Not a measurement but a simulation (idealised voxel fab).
This is a process module. Its name is voxel wiring stack.
Shown is cross-section cut, with a width of 215 nm and square cells of size 5 nm.
Heads up, the way a cross-section reads in here is a grid of square cells, handed over as bands from the top down, with every band being one or more rows of cells.
Top height, bottom height, nm. Materials left to right, width each, nm. Single material + "edge to edge" = fills band edge to edge. "blank" = empty.
Where do heights start? At 0: under that level the wafer as delivered is made of one material only. And the lowest band has no floor; it just carries on downward, as in "0 nm and below".
Quick explanation for "30->40": the width changes in equal steps down the rows of cells, from the first number in the band's top row to the second number in its bottom row.
"changes: none" for a step: no cell of the cross-section changed in that step.
In the "Closed-off voids" entry, you get each enclosed empty space of 8 cells or more, one with no open way to the top, written width x height at distance, distance from the left edge, in nm.
It should be noted that, on the line of a given step, the content following the step's settings is a remark produced by the simulator itself with respect to that step.
The line of a step may include "overlay nm". On a step with a mask, this value is how far to the right of its planned place the mask lay. A negative value means the mask lay to the left.
Planned process steps:
1,RECEIVE (material Si)
2,CONFORMAL_DEP (material SiO2; thk nm 15)
3,DIRECTIONAL_DEP (material TiN; thk nm 5)
4,DIRECTIONAL_DEP (material Ru; thk nm 20)
5,PATTERN (tone cover; mask id METAL_1; material resist; width nm 20; pitch nm 45; thk nm 15; overlay nm 0)
6,DIRECTIONAL_ETCH (etch materials Ru; depth nm 20)
7,DIRECTIONAL_ETCH (etch materials TiN; depth nm 5)
8,STRIP (etch materials resist)
9,FILL_DEP (material lowk; thk nm 5)
10,CMP (height nm 40)
11,CONFORMAL_DEP (material SiCN; thk nm 5)
12,DIRECTIONAL_DEP (material SiO2; thk nm 35)
13,PATTERN (tone open; mask id METAL_2; material resist; width nm 20; pitch nm 45; thk nm 20; overlay nm 0)
14,DIRECTIONAL_ETCH (etch materials SiO2; depth nm 20)
15,STRIP (etch materials resist)
16,DIRECTIONAL_DEP (material aC; thk nm 15)
17,PATTERN (tone open; mask id METAL_2_HOLES; material resist; width nm 15; pitch nm 90; thk nm 35; overlay nm 0)
18,DIRECTIONAL_ETCH (etch materials aC; depth nm 15)
19,STRIP (etch materials resist)
20,DIRECTIONAL_ETCH (etch materials SiO2; depth nm 15)
21,DIRECTIONAL_ETCH (etch materials SiCN; depth nm 5)
22,STRIP (etch materials aC)
23,CONFORMAL_DEP (material TiN; thk nm 5)
24,FILL_DEP (material Cu; thk nm 5)
25,CMP (height nm 80)
26,CONFORMAL_DEP (material SiN; thk nm 5)
First of two wafers, processed according to plan:
Cross-sectional view of the wafer in its as-received condition, corresponding to the state after step 1:
- 0 nm and below: Si edge to edge
- Closed-off voids: none
So this is the wafer cross-section right after step 2:
- 15 nm to 0 nm: SiO2 edge to edge
- All layers under 0 are left as they were.
So this is the wafer cross-section right after step 3:
- 20 nm to 15 nm: TiN edge to edge
- All layers under 15 are left as they were.
So this is the wafer cross-section right after step 4:
- 40 nm to 20 nm: Ru edge to edge
- All layers under 20 are left as they were.
So this is the wafer cross-section right after step 5:
- 55 nm to 40 nm: blank (30) | resist (20) | blank (25) | resist (20) | blank (25) | resist (20) | blank (25) | resist (20) | blank (30)
- All layers under 40 are left as they were.
So this is the wafer cross-section right after step 6:
- 55 nm to 40 nm: blank (30) | resist (20) | blank (25) | resist (20) | blank (25) | resist (20) | blank (25) | resist (20) | blank (30)
- 40 nm to 20 nm: blank (30) | Ru (20) | blank (25) | Ru (20) | blank (25) | Ru (20) | blank (25) | Ru (20) | blank (30)
- All layers under 20 are left as they were.
So this is the wafer cross-section right after step 7:
- 55 nm to 40 nm: blank (30) | resist (20) | blank (25) | resist (20) | blank (25) | resist (20) | blank (25) | resist (20) | blank (30)
- 40 nm to 20 nm: blank (30) | Ru (20) | blank (25) | Ru (20) | blank (25) | Ru (20) | blank (25) | Ru (20) | blank (30)
- 20 nm to 15 nm: blank (30) | TiN (20) | blank (25) | TiN (20) | blank (25) | TiN (20) | blank (25) | TiN (20) | blank (30)
- All layers under 15 are left as they were.
So this is the wafer cross-section right after step 8:
- 40 nm to 20 nm: blank (30) | Ru (20) | blank (25) | Ru (20) | blank (25) | Ru (20) | blank (25) | Ru (20) | blank (30)
- All layers under 20 are left as they were.
So this is the wafer cross-section right after step 9:
- 45 nm to 40 nm: lowk edge to edge
- 40 nm to 20 nm: lowk (30) | Ru (20) | lowk (25) | Ru (20) | lowk (25) | Ru (20) | lowk (25) | Ru (20) | lowk (30)
- 20 nm to 15 nm: lowk (30) | TiN (20) | lowk (25) | TiN (20) | lowk (25) | TiN (20) | lowk (25) | TiN (20) | lowk (30)
- All layers under 15 are left as they were.
So this is the wafer cross-section right after step 10:
- 40 nm to 20 nm: lowk (30) | Ru (20) | lowk (25) | Ru (20) | lowk (25) | Ru (20) | lowk (25) | Ru (20) | lowk (30)
- All layers under 20 are left as they were.
So this is the wafer cross-section right after step 11:
- 45 nm to 40 nm: SiCN edge to edge
- All layers under 40 are left as they were.
So this is the wafer cross-section right after step 12:
- 80 nm to 45 nm: SiO2 edge to edge
- All layers under 45 are left as they were.
So this is the wafer cross-section right after step 13:
- 100 nm to 80 nm: resist (30) | blank (20) | resist (25) | blank (20) | resist (25) | blank (20) | resist (25) | blank (20) | resist (30)
- All layers under 80 are left as they were.
So this is the wafer cross-section right after step 14:
- 100 nm to 80 nm: resist (30) | blank (20) | resist (25) | blank (20) | resist (25) | blank (20) | resist (25) | blank (20) | resist (30)
- 80 nm to 60 nm: SiO2 (30) | blank (20) | SiO2 (25) | blank (20) | SiO2 (25) | blank (20) | SiO2 (25) | blank (20) | SiO2 (30)
- All layers under 60 are left as they were.
So this is the wafer cross-section right after step 15:
- 80 nm to 60 nm: SiO2 (30) | blank (20) | SiO2 (25) | blank (20) | SiO2 (25) | blank (20) | SiO2 (25) | blank (20) | SiO2 (30)
- All layers under 60 are left as they were.
So this is the wafer cross-section right after step 16:
- 95 nm to 80 nm: aC (30) | blank (20) | aC (25) | blank (20) | aC (25) | blank (20) | aC (25) | blank (20) | aC (30)
- 80 nm to 75 nm: SiO2 (30) | blank (20) | SiO2 (25) | blank (20) | SiO2 (25) | blank (20) | SiO2 (25) | blank (20) | SiO2 (30)
- 75 nm to 60 nm: SiO2 (30) | aC (20) | SiO2 (25) | aC (20) | SiO2 (25) | aC (20) | SiO2 (25) | aC (20) | SiO2 (30)
- All layers under 60 are left as they were.
So this is the wafer cross-section right after step 17:
- 130 nm to 95 nm: resist (30) | blank (15) | resist (75) | blank (15) | resist (80)
- 95 nm to 80 nm: aC (30) | blank (15) | resist (5) | aC (25) | resist (20) | aC (25) | blank (15) | resist (5) | aC (25) | resist (20) | aC (30)
- 80 nm to 75 nm: SiO2 (30) | blank (15) | resist (5) | SiO2 (25) | resist (20) | SiO2 (25) | blank (15) | resist (5) | SiO2 (25) | resist (20) | SiO2 (30)
- All layers under 75 are left as they were.
So this is the wafer cross-section right after step 18:
- 115 nm to 95 nm: resist (30) | blank (15) | resist (75) | blank (15) | resist (80)
- 95 nm to 80 nm: aC (30) | blank (15) | resist (5) | aC (25) | resist (20) | aC (25) | blank (15) | resist (5) | aC (25) | resist (20) | aC (30)
- 80 nm to 75 nm: SiO2 (30) | blank (15) | resist (5) | SiO2 (25) | resist (20) | SiO2 (25) | blank (15) | resist (5) | SiO2 (25) | resist (20) | SiO2 (30)
- 75 nm to 60 nm: SiO2 (30) | blank (15) | aC (5) | SiO2 (25) | aC (20) | SiO2 (25) | blank (15) | aC (5) | SiO2 (25) | aC (20) | SiO2 (30)
- All layers under 60 are left as they were.
So this is the wafer cross-section right after step 19:
- 95 nm to 80 nm: aC (30) | blank (20) | aC (25) | blank (20) | aC (25) | blank (20) | aC (25) | blank (20) | aC (30)
- 80 nm to 75 nm: SiO2 (30) | blank (20) | SiO2 (25) | blank (20) | SiO2 (25) | blank (20) | SiO2 (25) | blank (20) | SiO2 (30)
- All layers under 75 are left as they were.
So this is the wafer cross-section right after step 20:
- 95 nm to 80 nm: aC (30) | blank (20) | aC (25) | blank (20) | aC (25) | blank (20) | aC (25) | blank (20) | aC (30)
- 80 nm to 75 nm: SiO2 (30) | blank (20) | SiO2 (25) | blank (20) | SiO2 (25) | blank (20) | SiO2 (25) | blank (20) | SiO2 (30)
- 75 nm to 60 nm: SiO2 (30) | blank (15) | aC (5) | SiO2 (25) | aC (20) | SiO2 (25) | blank (15) | aC (5) | SiO2 (25) | aC (20) | SiO2 (30)
- 60 nm to 45 nm: SiO2 (30) | blank (15) | SiO2 (75) | blank (15) | SiO2 (80)
- All layers under 45 are left as they were.
So this is the wafer cross-section right after step 21:
- 95 nm to 80 nm: aC (30) | blank (20) | aC (25) | blank (20) | aC (25) | blank (20) | aC (25) | blank (20) | aC (30)
- 80 nm to 75 nm: SiO2 (30) | blank (20) | SiO2 (25) | blank (20) | SiO2 (25) | blank (20) | SiO2 (25) | blank (20) | SiO2 (30)
- 75 nm to 60 nm: SiO2 (30) | blank (15) | aC (5) | SiO2 (25) | aC (20) | SiO2 (25) | blank (15) | aC (5) | SiO2 (25) | aC (20) | SiO2 (30)
- 60 nm to 45 nm: SiO2 (30) | blank (15) | SiO2 (75) | blank (15) | SiO2 (80)
- 45 nm to 40 nm: SiCN (30) | blank (15) | SiCN (75) | blank (15) | SiCN (80)
- All layers under 40 are left as they were.
So this is the wafer cross-section right after step 22:
- 80 nm to 60 nm: SiO2 (30) | blank (20) | SiO2 (25) | blank (20) | SiO2 (25) | blank (20) | SiO2 (25) | blank (20) | SiO2 (30)
- All layers under 60 are left as they were.
So this is the wafer cross-section right after step 23:
- 85 nm to 80 nm: TiN (35) | blank (10) | TiN (35) | blank (10) | TiN (35) | blank (10) | TiN (35) | blank (10) | TiN (35)
- 80 nm to 65 nm: SiO2 (30) | TiN (5) | blank (10) | TiN (5) | SiO2 (25) | TiN (5) | blank (10) | TiN (5) | SiO2 (25) | TiN (5) | blank (10) | TiN (5) | SiO2 (25) | TiN (5) | blank (10) | TiN (5) | SiO2 (30)
- 65 nm to 60 nm: SiO2 (30) | TiN (5) | blank (5) | TiN (10) | SiO2 (25) | TiN (20) | SiO2 (25) | TiN (5) | blank (5) | TiN (10) | SiO2 (25) | TiN (20) | SiO2 (30)
- 60 nm to 45 nm: SiO2 (30) | TiN (5) | blank (5) | TiN (5) | SiO2 (75) | TiN (5) | blank (5) | TiN (5) | SiO2 (80)
- 45 nm to 40 nm: SiCN (30) | TiN (15) | SiCN (75) | TiN (15) | SiCN (80)
- All layers under 40 are left as they were.
So this is the wafer cross-section right after step 24:
- 90 nm to 85 nm: Cu edge to edge
- 85 nm to 80 nm: TiN (35) | Cu (10) | TiN (35) | Cu (10) | TiN (35) | Cu (10) | TiN (35) | Cu (10) | TiN (35)
- 80 nm to 65 nm: SiO2 (30) | TiN (5) | Cu (10) | TiN (5) | SiO2 (25) | TiN (5) | Cu (10) | TiN (5) | SiO2 (25) | TiN (5) | Cu (10) | TiN (5) | SiO2 (25) | TiN (5) | Cu (10) | TiN (5) | SiO2 (30)
- 65 nm to 60 nm: SiO2 (30) | TiN (5) | Cu (5) | TiN (10) | SiO2 (25) | TiN (20) | SiO2 (25) | TiN (5) | Cu (5) | TiN (10) | SiO2 (25) | TiN (20) | SiO2 (30)
- 60 nm to 45 nm: SiO2 (30) | TiN (5) | Cu (5) | TiN (5) | SiO2 (75) | TiN (5) | Cu (5) | TiN (5) | SiO2 (80)
- All layers under 45 are left as they were.
So this is the wafer cross-section right after step 25:
- 80 nm to 65 nm: SiO2 (30) | TiN (5) | Cu (10) | TiN (5) | SiO2 (25) | TiN (5) | Cu (10) | TiN (5) | SiO2 (25) | TiN (5) | Cu (10) | TiN (5) | SiO2 (25) | TiN (5) | Cu (10) | TiN (5) | SiO2 (30)
- All layers under 65 are left as they were.
So this is the wafer cross-section right after step 26:
- 85 nm to 80 nm: SiN edge to edge
- All layers under 80 are left as they were.
Now the other wafer: same start, same recipe, but we messed up one thing when running it. Up to and including step 10 it's the same as the first one:
Cross-sectional representation of the second wafer at the time designated in the plan for the completion of step 11:
- 45 nm to 40 nm: Ru edge to edge
- All layers under 40 are left as they were.
Cross-sectional representation of the second wafer at the time designated in the plan for the completion of step 12:
- 80 nm to 45 nm: SiO2 edge to edge
- All layers under 45 are left as they were.
Cross-sectional representation of the second wafer at the time designated in the plan for the completion of step 13:
- 100 nm to 80 nm: resist (30) | blank (20) | resist (25) | blank (20) | resist (25) | blank (20) | resist (25) | blank (20) | resist (30)
- All layers under 80 are left as they were.
Cross-sectional representation of the second wafer at the time designated in the plan for the completion of step 14:
- 100 nm to 80 nm: resist (30) | blank (20) | resist (25) | blank (20) | resist (25) | blank (20) | resist (25) | blank (20) | resist (30)
- 80 nm to 60 nm: SiO2 (30) | blank (20) | SiO2 (25) | blank (20) | SiO2 (25) | blank (20) | SiO2 (25) | blank (20) | SiO2 (30)
- All layers under 60 are left as they were.
Cross-sectional representation of the second wafer at the time designated in the plan for the completion of step 15:
- 80 nm to 60 nm: SiO2 (30) | blank (20) | SiO2 (25) | blank (20) | SiO2 (25) | blank (20) | SiO2 (25) | blank (20) | SiO2 (30)
- All layers under 60 are left as they were.
Cross-sectional representation of the second wafer at the time designated in the plan for the completion of step 16:
- 95 nm to 80 nm: aC (30) | blank (20) | aC (25) | blank (20) | aC (25) | blank (20) | aC (25) | blank (20) | aC (30)
- 80 nm to 75 nm: SiO2 (30) | blank (20) | SiO2 (25) | blank (20) | SiO2 (25) | blank (20) | SiO2 (25) | blank (20) | SiO2 (30)
- 75 nm to 60 nm: SiO2 (30) | aC (20) | SiO2 (25) | aC (20) | SiO2 (25) | aC (20) | SiO2 (25) | aC (20) | SiO2 (30)
- All layers under 60 are left as they were.
Cross-sectional representation of the second wafer at the time designated in the plan for the completion of step 17:
- 130 nm to 95 nm: resist (30) | blank (15) | resist (75) | blank (15) | resist (80)
- 95 nm to 80 nm: aC (30) | blank (15) | resist (5) | aC (25) | resist (20) | aC (25) | blank (15) | resist (5) | aC (25) | resist (20) | aC (30)
- 80 nm to 75 nm: SiO2 (30) | blank (15) | resist (5) | SiO2 (25) | resist (20) | SiO2 (25) | blank (15) | resist (5) | SiO2 (25) | resist (20) | SiO2 (30)
- All layers under 75 are left as they were.
Cross-sectional representation of the second wafer at the time designated in the plan for the completion of step 18:
- 115 nm to 95 nm: resist (30) | blank (15) | resist (75) | blank (15) | resist (80)
- 95 nm to 80 nm: aC (30) | blank (15) | resist (5) | aC (25) | resist (20) | aC (25) | blank (15) | resist (5) | aC (25) | resist (20) | aC (30)
- 80 nm to 75 nm: SiO2 (30) | blank (15) | resist (5) | SiO2 (25) | resist (20) | SiO2 (25) | blank (15) | resist (5) | SiO2 (25) | resist (20) | SiO2 (30)
- 75 nm to 60 nm: SiO2 (30) | blank (15) | aC (5) | SiO2 (25) | aC (20) | SiO2 (25) | blank (15) | aC (5) | SiO2 (25) | aC (20) | SiO2 (30)
- All layers under 60 are left as they were.
Cross-sectional representation of the second wafer at the time designated in the plan for the completion of step 19:
- 95 nm to 80 nm: aC (30) | blank (20) | aC (25) | blank (20) | aC (25) | blank (20) | aC (25) | blank (20) | aC (30)
- 80 nm to 75 nm: SiO2 (30) | blank (20) | SiO2 (25) | blank (20) | SiO2 (25) | blank (20) | SiO2 (25) | blank (20) | SiO2 (30)
- All layers under 75 are left as they were.
Cross-sectional representation of the second wafer at the time designated in the plan for the completion of step 20:
- 95 nm to 80 nm: aC (30) | blank (20) | aC (25) | blank (20) | aC (25) | blank (20) | aC (25) | blank (20) | aC (30)
- 80 nm to 75 nm: SiO2 (30) | blank (20) | SiO2 (25) | blank (20) | SiO2 (25) | blank (20) | SiO2 (25) | blank (20) | SiO2 (30)
- 75 nm to 60 nm: SiO2 (30) | blank (15) | aC (5) | SiO2 (25) | aC (20) | SiO2 (25) | blank (15) | aC (5) | SiO2 (25) | aC (20) | SiO2 (30)
- 60 nm to 45 nm: SiO2 (30) | blank (15) | SiO2 (75) | blank (15) | SiO2 (80)
- All layers under 45 are left as they were.
Cross-sectional representation of the second wafer at the time designated in the plan for the completion of step 21: changes: none
Cross-sectional representation of the second wafer at the time designated in the plan for the completion of step 22:
- 80 nm to 60 nm: SiO2 (30) | blank (20) | SiO2 (25) | blank (20) | SiO2 (25) | blank (20) | SiO2 (25) | blank (20) | SiO2 (30)
- All layers under 60 are left as they were.
Cross-sectional representation of the second wafer at the time designated in the plan for the completion of step 23:
- 85 nm to 80 nm: TiN (35) | blank (10) | TiN (35) | blank (10) | TiN (35) | blank (10) | TiN (35) | blank (10) | TiN (35)
- 80 nm to 65 nm: SiO2 (30) | TiN (5) | blank (10) | TiN (5) | SiO2 (25) | TiN (5) | blank (10) | TiN (5) | SiO2 (25) | TiN (5) | blank (10) | TiN (5) | SiO2 (25) | TiN (5) | blank (10) | TiN (5) | SiO2 (30)
- 65 nm to 60 nm: SiO2 (30) | TiN (5) | blank (5) | TiN (10) | SiO2 (25) | TiN (20) | SiO2 (25) | TiN (5) | blank (5) | TiN (10) | SiO2 (25) | TiN (20) | SiO2 (30)
- 60 nm to 50 nm: SiO2 (30) | TiN (5) | blank (5) | TiN (5) | SiO2 (75) | TiN (5) | blank (5) | TiN (5) | SiO2 (80)
- 50 nm to 45 nm: SiO2 (30) | TiN (15) | SiO2 (75) | TiN (15) | SiO2 (80)
- All layers under 45 are left as they were.
Cross-sectional representation of the second wafer at the time designated in the plan for the completion of step 24:
- 90 nm to 85 nm: Cu edge to edge
- 85 nm to 80 nm: TiN (35) | Cu (10) | TiN (35) | Cu (10) | TiN (35) | Cu (10) | TiN (35) | Cu (10) | TiN (35)
- 80 nm to 65 nm: SiO2 (30) | TiN (5) | Cu (10) | TiN (5) | SiO2 (25) | TiN (5) | Cu (10) | TiN (5) | SiO2 (25) | TiN (5) | Cu (10) | TiN (5) | SiO2 (25) | TiN (5) | Cu (10) | TiN (5) | SiO2 (30)
- 65 nm to 60 nm: SiO2 (30) | TiN (5) | Cu (5) | TiN (10) | SiO2 (25) | TiN (20) | SiO2 (25) | TiN (5) | Cu (5) | TiN (10) | SiO2 (25) | TiN (20) | SiO2 (30)
- 60 nm to 50 nm: SiO2 (30) | TiN (5) | Cu (5) | TiN (5) | SiO2 (75) | TiN (5) | Cu (5) | TiN (5) | SiO2 (80)
- All layers under 50 are left as they were.
Cross-sectional representation of the second wafer at the time designated in the plan for the completion of step 25:
- 80 nm to 65 nm: SiO2 (30) | TiN (5) | Cu (10) | TiN (5) | SiO2 (25) | TiN (5) | Cu (10) | TiN (5) | SiO2 (25) | TiN (5) | Cu (10) | TiN (5) | SiO2 (25) | TiN (5) | Cu (10) | TiN (5) | SiO2 (30)
- All layers under 65 are left as they were.
Cross-sectional representation of the second wafer at the time designated in the plan for the completion of step 26:
- 85 nm to 80 nm: SiN edge to edge
- All layers under 80 are left as they were.
Short version of what went wrong: step 11 was run on a setting that differed from the plan, and what really ran there is CONFORMAL_DEP (material Ru; thk nm 5)
Final cells, second wafer relative to first, materials higher or lower: Cu -2 | Ru +43 | SiCN -37 | TiN -4
